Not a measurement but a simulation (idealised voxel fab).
Herein follows the process module entitled voxel wiring stack.
For reference, the cross-section in this document is cut, with width 225 nm and square cells of 5 nm.
Format of a cross-section: grid, square cells. Given as bands. Order: top down. Band: one or more rows of cells.
Read a band's entry like this: the first values are the height of its top and the height of its bottom in nm, and what follows is the sequence of materials from left to right, each with its width in nm. Note that "empty" is empty space, and that a single material marked "everywhere" reaches across the band from edge to edge.
Height 0 is the level under which the wafer as received is all one material. The lowest band goes on downwards, as in "top 0, no bottom".
Note: "30..40" means the width goes from the first number (top row of the band) to the second number (bottom row) in equal steps per row of cells.
"remained unchanged" (step): cross-section cells unchanged, all of them.
So "Closed void table" is basically the list of trapped voids: any empty space of 8 cells or more that can't reach the top through an opening. They're written width x height at distance, the distance being from the left edge, and it's all nm.
It should be noted that, on the line of a given step, the content following the step's settings is a remark produced by the simulator itself with respect to that step.
"overlay nm" denotes, for a step that has a mask, the displacement of the mask to the right of its planned place, with negative values corresponding to the left.
Below is the list of planned process steps:
- 1: RECEIVE [material Si]
- 2: CONFORMAL_DEP [material SiO2] [thk nm 15]
- 3: DIRECTIONAL_DEP [material TiN] [thk nm 5]
- 4: DIRECTIONAL_DEP [material Ru] [thk nm 20]
- 5: MASKED_ETCH [tone cover] [mask id METAL_1] [width nm 20] [pitch nm 40] [etch materials Ru] [depth nm 20] [overlay nm 0]
- 6: MASKED_ETCH [tone cover] [mask id METAL_1] [width nm 20] [pitch nm 40] [etch materials TiN] [depth nm 5] [overlay nm 0]
- 7: FILL_DEP [material lowk] [thk nm 5]
- 8: CMP [height nm 40]
- 9: CONFORMAL_DEP [material SiCN] [thk nm 5]
- 10: DIRECTIONAL_DEP [material SiO2] [thk nm 20]
- 11: DIRECTIONAL_DEP [material aC] [thk nm 10]
- 12: PATTERN [tone open] [mask id PLUG_1] [material resist] [width nm 15] [thk nm 25] [overlay nm 0]
- 13: DIRECTIONAL_ETCH [etch materials aC] [depth nm 10]
- 14: STRIP [etch materials resist]
- 15: DIRECTIONAL_ETCH [etch materials SiO2] [depth nm 20]
- 16: DIRECTIONAL_ETCH [etch materials SiCN] [depth nm 5]
- 17: STRIP [etch materials aC]
- 18: CONFORMAL_DEP [material TiN] [thk nm 5]
- 19: FILL_DEP [material Ru] [thk nm 10]
- 20: CMP [height nm 65]
- 21: CONFORMAL_DEP [material SiN] [thk nm 5]
- 22: DIRECTIONAL_DEP [material SiO2] [thk nm 20]
- 23: DIRECTIONAL_DEP [material aC] [thk nm 15]
- 24: PATTERN [tone open] [mask id METAL_2] [material resist] [width nm 20] [pitch nm 40] [thk nm 30] [overlay nm 0]
- 25: DIRECTIONAL_ETCH [etch materials aC] [depth nm 15]
- 26: STRIP [etch materials resist]
- 27: DIRECTIONAL_ETCH [etch materials SiO2] [depth nm 20]
- 28: DIRECTIONAL_ETCH [etch materials SiN] [depth nm 5]
- 29: STRIP [etch materials aC]
- 30: CONFORMAL_DEP [material TiN] [thk nm 5]
- 31: FILL_DEP [material Cu] [thk nm 5]
- 32: CMP [height nm 90]
- 33: EPI [material Ru] [thk nm 5]
- 34: FILL_DEP [material SiCN] [thk nm 5]
- 35: DIRECTIONAL_DEP [material SiO2] [thk nm 30]
- 36: MASKED_ETCH [tone open] [mask id METAL_3_HOLES] [width nm 15] [etch materials SiO2] [depth nm 30] [overlay nm 0]
- 37: MASKED_ETCH [tone open] [mask id METAL_3] [width nm 20] [pitch nm 40] [etch materials SiO2] [depth nm 15] [overlay nm 0]
- 38: MASKED_ETCH [tone open] [mask id METAL_3] [width nm 20] [pitch nm 40] [etch materials SiCN] [depth nm 5] [overlay nm 0]
- 39: CONFORMAL_DEP [material TiN] [thk nm 5]
- 40: FILL_DEP [material Cu] [thk nm 10]
- 41: CMP [height nm 130]
- 42: CONFORMAL_DEP [material SiN] [thk nm 5]
First of the two wafers, run per plan:
Shown in cross-section is the wafer as received, that is, as it stands after step 1:
top 0, no bottom: Si everywhere
Closed void table: none
You're looking at a cross-section of the wafer after step 2:
top 15, bottom 0: SiO2 everywhere
Nothing below the height 0 has changed.
You're looking at a cross-section of the wafer after step 3:
top 20, bottom 15: TiN everywhere
Nothing below the height 15 has changed.
You're looking at a cross-section of the wafer after step 4:
top 40, bottom 20: Ru everywhere
Nothing below the height 20 has changed.
You're looking at a cross-section of the wafer after step 5:
top 40, bottom 20: empty 80 / Ru 20 / empty 20 / Ru 20 / empty 85
Nothing below the height 20 has changed.
You're looking at a cross-section of the wafer after step 6:
top 40, bottom 20: empty 80 / Ru 20 / empty 20 / Ru 20 / empty 85
top 20, bottom 15: empty 80 / TiN 20 / empty 20 / TiN 20 / empty 85
Nothing below the height 15 has changed.
You're looking at a cross-section of the wafer after step 7:
top 45, bottom 40: lowk everywhere
top 40, bottom 20: lowk 80 / Ru 20 / lowk 20 / Ru 20 / lowk 85
top 20, bottom 15: lowk 80 / TiN 20 / lowk 20 / TiN 20 / lowk 85
Nothing below the height 15 has changed.
You're looking at a cross-section of the wafer after step 8:
top 40, bottom 20: lowk 80 / Ru 20 / lowk 20 / Ru 20 / lowk 85
Nothing below the height 20 has changed.
You're looking at a cross-section of the wafer after step 9:
top 45, bottom 40: SiCN everywhere
Nothing below the height 40 has changed.
You're looking at a cross-section of the wafer after step 10:
top 65, bottom 45: SiO2 everywhere
Nothing below the height 45 has changed.
You're looking at a cross-section of the wafer after step 11:
top 75, bottom 65: aC everywhere
Nothing below the height 65 has changed.
You're looking at a cross-section of the wafer after step 12:
top 100, bottom 75: resist 80 / empty 15 / resist 130
Nothing below the height 75 has changed.
You're looking at a cross-section of the wafer after step 13:
top 90, bottom 75: resist 80 / empty 15 / resist 130
top 75, bottom 65: aC 80 / empty 15 / aC 130
Nothing below the height 65 has changed.
You're looking at a cross-section of the wafer after step 14:
top 75, bottom 65: aC 80 / empty 15 / aC 130
Nothing below the height 65 has changed.
You're looking at a cross-section of the wafer after step 15:
top 75, bottom 65: aC 80 / empty 15 / aC 130
top 65, bottom 45: SiO2 80 / empty 15 / SiO2 130
Nothing below the height 45 has changed.
You're looking at a cross-section of the wafer after step 16:
top 75, bottom 65: aC 80 / empty 15 / aC 130
top 65, bottom 45: SiO2 80 / empty 15 / SiO2 130
top 45, bottom 40: SiCN 80 / empty 15 / SiCN 130
Nothing below the height 40 has changed.
You're looking at a cross-section of the wafer after step 17:
top 65, bottom 45: SiO2 80 / empty 15 / SiO2 130
Nothing below the height 45 has changed.
You're looking at a cross-section of the wafer after step 18:
top 70, bottom 65: TiN 85 / empty 5 / TiN 135
top 65, bottom 45: SiO2 80 / TiN 5 / empty 5 / TiN 5 / SiO2 130
top 45, bottom 40: SiCN 80 / TiN 15 / SiCN 130
Nothing below the height 40 has changed.
You're looking at a cross-section of the wafer after step 19:
top 80, bottom 70: Ru everywhere
top 70, bottom 65: TiN 85 / Ru 5 / TiN 135
top 65, bottom 45: SiO2 80 / TiN 5 / Ru 5 / TiN 5 / SiO2 130
Nothing below the height 45 has changed.
You're looking at a cross-section of the wafer after step 20:
top 65, bottom 45: SiO2 80 / TiN 5 / Ru 5 / TiN 5 / SiO2 130
Nothing below the height 45 has changed.
You're looking at a cross-section of the wafer after step 21:
top 70, bottom 65: SiN everywhere
Nothing below the height 65 has changed.
You're looking at a cross-section of the wafer after step 22:
top 90, bottom 70: SiO2 everywhere
Nothing below the height 70 has changed.
You're looking at a cross-section of the wafer after step 23:
top 105, bottom 90: aC everywhere
Nothing below the height 90 has changed.
You're looking at a cross-section of the wafer after step 24:
top 135, bottom 105: resist 80 / empty 20 / resist 20 / empty 20 / resist 85
Nothing below the height 105 has changed.
You're looking at a cross-section of the wafer after step 25:
top 120, bottom 105: resist 80 / empty 20 / resist 20 / empty 20 / resist 85
top 105, bottom 90: aC 80 / empty 20 / aC 20 / empty 20 / aC 85
Nothing below the height 90 has changed.
You're looking at a cross-section of the wafer after step 26:
top 105, bottom 90: aC 80 / empty 20 / aC 20 / empty 20 / aC 85
Nothing below the height 90 has changed.
You're looking at a cross-section of the wafer after step 27:
top 105, bottom 90: aC 80 / empty 20 / aC 20 / empty 20 / aC 85
top 90, bottom 70: SiO2 80 / empty 20 / SiO2 20 / empty 20 / SiO2 85
Nothing below the height 70 has changed.
You're looking at a cross-section of the wafer after step 28:
top 105, bottom 90: aC 80 / empty 20 / aC 20 / empty 20 / aC 85
top 90, bottom 70: SiO2 80 / empty 20 / SiO2 20 / empty 20 / SiO2 85
top 70, bottom 65: SiN 80 / empty 20 / SiN 20 / empty 20 / SiN 85
Nothing below the height 65 has changed.
You're looking at a cross-section of the wafer after step 29:
top 90, bottom 70: SiO2 80 / empty 20 / SiO2 20 / empty 20 / SiO2 85
Nothing below the height 70 has changed.
You're looking at a cross-section of the wafer after step 30:
top 95, bottom 90: TiN 85 / empty 10 / TiN 30 / empty 10 / TiN 90
top 90, bottom 70: SiO2 80 / TiN 5 / empty 10 / TiN 5 / SiO2 20 / TiN 5 / empty 10 / TiN 5 / SiO2 85
top 70, bottom 65: SiN 80 / TiN 20 / SiN 20 / TiN 20 / SiN 85
Nothing below the height 65 has changed.
You're looking at a cross-section of the wafer after step 31:
top 100, bottom 95: Cu everywhere
top 95, bottom 90: TiN 85 / Cu 10 / TiN 30 / Cu 10 / TiN 90
top 90, bottom 70: SiO2 80 / TiN 5 / Cu 10 / TiN 5 / SiO2 20 / TiN 5 / Cu 10 / TiN 5 / SiO2 85
Nothing below the height 70 has changed.
You're looking at a cross-section of the wafer after step 32:
top 90, bottom 70: SiO2 80 / TiN 5 / Cu 10 / TiN 5 / SiO2 20 / TiN 5 / Cu 10 / TiN 5 / SiO2 85
Nothing below the height 70 has changed.
You're looking at a cross-section of the wafer after step 33:
top 95, bottom 90: empty 75 / Ru 30 / empty 10 / Ru 30 / empty 80
Nothing below the height 90 has changed.
You're looking at a cross-section of the wafer after step 34:
top 100, bottom 95: SiCN everywhere
top 95, bottom 90: SiCN 75 / Ru 30 / SiCN 10 / Ru 30 / SiCN 80
Nothing below the height 90 has changed.
You're looking at a cross-section of the wafer after step 35:
top 130, bottom 100: SiO2 everywhere
Nothing below the height 100 has changed.
You're looking at a cross-section of the wafer after step 36:
top 130, bottom 100: SiO2 80 / empty 15 / SiO2 130
Nothing below the height 100 has changed.
You're looking at a cross-section of the wafer after step 37:
top 130, bottom 115: SiO2 80 / empty 20 / SiO2 20 / empty 20 / SiO2 85
Nothing below the height 115 has changed.
You're looking at a cross-section of the wafer after step 38:
top 130, bottom 115: SiO2 80 / empty 20 / SiO2 20 / empty 20 / SiO2 85
top 115, bottom 100: SiO2 80 / empty 15 / SiO2 130
top 100, bottom 95: SiCN 80 / empty 15 / SiCN 130
Nothing below the height 95 has changed.
You're looking at a cross-section of the wafer after step 39:
top 135, bottom 130: TiN 85 / empty 10 / TiN 30 / empty 10 / TiN 90
top 130, bottom 120: SiO2 80 / TiN 5 / empty 10 / TiN 5 / SiO2 20 / TiN 5 / empty 10 / TiN 5 / SiO2 85
top 120, bottom 115: SiO2 80 / TiN 5 / empty 5 / TiN 10 / SiO2 20 / TiN 20 / SiO2 85
top 115, bottom 100: SiO2 80 / TiN 5 / empty 5 / TiN 5 / SiO2 130
top 100, bottom 95: SiCN 80 / TiN 15 / SiCN 130
Nothing below the height 95 has changed.
You're looking at a cross-section of the wafer after step 40:
top 145, bottom 135: Cu everywhere
top 135, bottom 130: TiN 85 / Cu 10 / TiN 30 / Cu 10 / TiN 90
top 130, bottom 120: SiO2 80 / TiN 5 / Cu 10 / TiN 5 / SiO2 20 / TiN 5 / Cu 10 / TiN 5 / SiO2 85
top 120, bottom 115: SiO2 80 / TiN 5 / Cu 5 / TiN 10 / SiO2 20 / TiN 20 / SiO2 85
top 115, bottom 100: SiO2 80 / TiN 5 / Cu 5 / TiN 5 / SiO2 130
Nothing below the height 100 has changed.
You're looking at a cross-section of the wafer after step 41:
top 130, bottom 120: SiO2 80 / TiN 5 / Cu 10 / TiN 5 / SiO2 20 / TiN 5 / Cu 10 / TiN 5 / SiO2 85
Nothing below the height 120 has changed.
You're looking at a cross-section of the wafer after step 42:
top 135, bottom 130: SiN everywhere
Nothing below the height 130 has changed.
For the second wafer, take the first wafer's start and plan, then add one mistake made in running it; everything through step 4, that step included, is shared with the first:
Cross-sectional representation of the second wafer at the time designated in the plan for the completion of step 5:
top 40, bottom 20: empty 85 / Ru 20 / empty 20 / Ru 20 / empty 80
Nothing below the height 20 has changed.
Cross-sectional representation of the second wafer at the time designated in the plan for the completion of step 6:
top 40, bottom 20: empty 85 / Ru 20 / empty 20 / Ru 20 / empty 80
top 20, bottom 15: empty 80 / TiN 25 / empty 15 / TiN 25 / empty 80
Nothing below the height 15 has changed.
Cross-sectional representation of the second wafer at the time designated in the plan for the completion of step 7:
top 45, bottom 40: lowk everywhere
top 40, bottom 20: lowk 85 / Ru 20 / lowk 20 / Ru 20 / lowk 80
top 20, bottom 15: lowk 80 / TiN 25 / lowk 15 / TiN 25 / lowk 80
Nothing below the height 15 has changed.
Cross-sectional representation of the second wafer at the time designated in the plan for the completion of step 8:
top 40, bottom 20: lowk 85 / Ru 20 / lowk 20 / Ru 20 / lowk 80
Nothing below the height 20 has changed.
Cross-sectional representation of the second wafer at the time designated in the plan for the completion of step 9:
top 45, bottom 40: SiCN everywhere
Nothing below the height 40 has changed.
Cross-sectional representation of the second wafer at the time designated in the plan for the completion of step 10:
top 65, bottom 45: SiO2 everywhere
Nothing below the height 45 has changed.
Cross-sectional representation of the second wafer at the time designated in the plan for the completion of step 11:
top 75, bottom 65: aC everywhere
Nothing below the height 65 has changed.
Cross-sectional representation of the second wafer at the time designated in the plan for the completion of step 12:
top 100, bottom 75: resist 80 / empty 15 / resist 130
Nothing below the height 75 has changed.
Cross-sectional representation of the second wafer at the time designated in the plan for the completion of step 13:
top 90, bottom 75: resist 80 / empty 15 / resist 130
top 75, bottom 65: aC 80 / empty 15 / aC 130
Nothing below the height 65 has changed.
Cross-sectional representation of the second wafer at the time designated in the plan for the completion of step 14:
top 75, bottom 65: aC 80 / empty 15 / aC 130
Nothing below the height 65 has changed.
Cross-sectional representation of the second wafer at the time designated in the plan for the completion of step 15:
top 75, bottom 65: aC 80 / empty 15 / aC 130
top 65, bottom 45: SiO2 80 / empty 15 / SiO2 130
Nothing below the height 45 has changed.
Cross-sectional representation of the second wafer at the time designated in the plan for the completion of step 16:
top 75, bottom 65: aC 80 / empty 15 / aC 130
top 65, bottom 45: SiO2 80 / empty 15 / SiO2 130
top 45, bottom 40: SiCN 80 / empty 15 / SiCN 130
Nothing below the height 40 has changed.
Cross-sectional representation of the second wafer at the time designated in the plan for the completion of step 17:
top 65, bottom 45: SiO2 80 / empty 15 / SiO2 130
Nothing below the height 45 has changed.
Cross-sectional representation of the second wafer at the time designated in the plan for the completion of step 18:
top 70, bottom 65: TiN 85 / empty 5 / TiN 135
top 65, bottom 45: SiO2 80 / TiN 5 / empty 5 / TiN 5 / SiO2 130
top 45, bottom 40: SiCN 80 / TiN 15 / SiCN 130
Nothing below the height 40 has changed.
Cross-sectional representation of the second wafer at the time designated in the plan for the completion of step 19:
top 80, bottom 70: Ru everywhere
top 70, bottom 65: TiN 85 / Ru 5 / TiN 135
top 65, bottom 45: SiO2 80 / TiN 5 / Ru 5 / TiN 5 / SiO2 130
Nothing below the height 45 has changed.
Cross-sectional representation of the second wafer at the time designated in the plan for the completion of step 20:
top 65, bottom 45: SiO2 80 / TiN 5 / Ru 5 / TiN 5 / SiO2 130
Nothing below the height 45 has changed.
Cross-sectional representation of the second wafer at the time designated in the plan for the completion of step 21:
top 70, bottom 65: SiN everywhere
Nothing below the height 65 has changed.
Cross-sectional representation of the second wafer at the time designated in the plan for the completion of step 22:
top 90, bottom 70: SiO2 everywhere
Nothing below the height 70 has changed.
Cross-sectional representation of the second wafer at the time designated in the plan for the completion of step 23:
top 105, bottom 90: aC everywhere
Nothing below the height 90 has changed.
Cross-sectional representation of the second wafer at the time designated in the plan for the completion of step 24:
top 135, bottom 105: resist 80 / empty 20 / resist 20 / empty 20 / resist 85
Nothing below the height 105 has changed.
Cross-sectional representation of the second wafer at the time designated in the plan for the completion of step 25:
top 120, bottom 105: resist 80 / empty 20 / resist 20 / empty 20 / resist 85
top 105, bottom 90: aC 80 / empty 20 / aC 20 / empty 20 / aC 85
Nothing below the height 90 has changed.
Cross-sectional representation of the second wafer at the time designated in the plan for the completion of step 26:
top 105, bottom 90: aC 80 / empty 20 / aC 20 / empty 20 / aC 85
Nothing below the height 90 has changed.
Cross-sectional representation of the second wafer at the time designated in the plan for the completion of step 27:
top 105, bottom 90: aC 80 / empty 20 / aC 20 / empty 20 / aC 85
top 90, bottom 70: SiO2 80 / empty 20 / SiO2 20 / empty 20 / SiO2 85
Nothing below the height 70 has changed.
Cross-sectional representation of the second wafer at the time designated in the plan for the completion of step 28:
top 105, bottom 90: aC 80 / empty 20 / aC 20 / empty 20 / aC 85
top 90, bottom 70: SiO2 80 / empty 20 / SiO2 20 / empty 20 / SiO2 85
top 70, bottom 65: SiN 80 / empty 20 / SiN 20 / empty 20 / SiN 85
Nothing below the height 65 has changed.
Cross-sectional representation of the second wafer at the time designated in the plan for the completion of step 29:
top 90, bottom 70: SiO2 80 / empty 20 / SiO2 20 / empty 20 / SiO2 85
Nothing below the height 70 has changed.
Cross-sectional representation of the second wafer at the time designated in the plan for the completion of step 30:
top 95, bottom 90: TiN 85 / empty 10 / TiN 30 / empty 10 / TiN 90
top 90, bottom 70: SiO2 80 / TiN 5 / empty 10 / TiN 5 / SiO2 20 / TiN 5 / empty 10 / TiN 5 / SiO2 85
top 70, bottom 65: SiN 80 / TiN 20 / SiN 20 / TiN 20 / SiN 85
Nothing below the height 65 has changed.
Cross-sectional representation of the second wafer at the time designated in the plan for the completion of step 31:
top 100, bottom 95: Cu everywhere
top 95, bottom 90: TiN 85 / Cu 10 / TiN 30 / Cu 10 / TiN 90
top 90, bottom 70: SiO2 80 / TiN 5 / Cu 10 / TiN 5 / SiO2 20 / TiN 5 / Cu 10 / TiN 5 / SiO2 85
Nothing below the height 70 has changed.
Cross-sectional representation of the second wafer at the time designated in the plan for the completion of step 32:
top 90, bottom 70: SiO2 80 / TiN 5 / Cu 10 / TiN 5 / SiO2 20 / TiN 5 / Cu 10 / TiN 5 / SiO2 85
Nothing below the height 70 has changed.
Cross-sectional representation of the second wafer at the time designated in the plan for the completion of step 33:
top 95, bottom 90: empty 75 / Ru 30 / empty 10 / Ru 30 / empty 80
Nothing below the height 90 has changed.
Cross-sectional representation of the second wafer at the time designated in the plan for the completion of step 34:
top 100, bottom 95: SiCN everywhere
top 95, bottom 90: SiCN 75 / Ru 30 / SiCN 10 / Ru 30 / SiCN 80
Nothing below the height 90 has changed.
Cross-sectional representation of the second wafer at the time designated in the plan for the completion of step 35:
top 130, bottom 100: SiO2 everywhere
Nothing below the height 100 has changed.
Cross-sectional representation of the second wafer at the time designated in the plan for the completion of step 36:
top 130, bottom 100: SiO2 80 / empty 15 / SiO2 130
Nothing below the height 100 has changed.
Cross-sectional representation of the second wafer at the time designated in the plan for the completion of step 37:
top 130, bottom 115: SiO2 80 / empty 20 / SiO2 20 / empty 20 / SiO2 85
Nothing below the height 115 has changed.
Cross-sectional representation of the second wafer at the time designated in the plan for the completion of step 38:
top 130, bottom 115: SiO2 80 / empty 20 / SiO2 20 / empty 20 / SiO2 85
top 115, bottom 100: SiO2 80 / empty 15 / SiO2 130
top 100, bottom 95: SiCN 80 / empty 15 / SiCN 130
Nothing below the height 95 has changed.
Cross-sectional representation of the second wafer at the time designated in the plan for the completion of step 39:
top 135, bottom 130: TiN 85 / empty 10 / TiN 30 / empty 10 / TiN 90
top 130, bottom 120: SiO2 80 / TiN 5 / empty 10 / TiN 5 / SiO2 20 / TiN 5 / empty 10 / TiN 5 / SiO2 85
top 120, bottom 115: SiO2 80 / TiN 5 / empty 5 / TiN 10 / SiO2 20 / TiN 20 / SiO2 85
top 115, bottom 100: SiO2 80 / TiN 5 / empty 5 / TiN 5 / SiO2 130
top 100, bottom 95: SiCN 80 / TiN 15 / SiCN 130
Nothing below the height 95 has changed.
Cross-sectional representation of the second wafer at the time designated in the plan for the completion of step 40:
top 145, bottom 135: Cu everywhere
top 135, bottom 130: TiN 85 / Cu 10 / TiN 30 / Cu 10 / TiN 90
top 130, bottom 120: SiO2 80 / TiN 5 / Cu 10 / TiN 5 / SiO2 20 / TiN 5 / Cu 10 / TiN 5 / SiO2 85
top 120, bottom 115: SiO2 80 / TiN 5 / Cu 5 / TiN 10 / SiO2 20 / TiN 20 / SiO2 85
top 115, bottom 100: SiO2 80 / TiN 5 / Cu 5 / TiN 5 / SiO2 130
Nothing below the height 100 has changed.
Cross-sectional representation of the second wafer at the time designated in the plan for the completion of step 41:
top 130, bottom 120: SiO2 80 / TiN 5 / Cu 10 / TiN 5 / SiO2 20 / TiN 5 / Cu 10 / TiN 5 / SiO2 85
Nothing below the height 120 has changed.
Cross-sectional representation of the second wafer at the time designated in the plan for the completion of step 42:
top 135, bottom 130: SiN everywhere
Nothing below the height 130 has changed.
It is concluded that the wafer was processed incorrectly with respect to the plan, in that step 5, actual vs plan mismatch, actual run MASKED_ETCH [tone cover] [mask id METAL_1] [width nm 20] [pitch nm 40] [etch materials Ru] [depth nm 20] [overlay nm 5]
Once processing is complete, comparing cell counts shows that the second wafer has more or fewer of certain materials than the first: TiN +2 | lowk -2
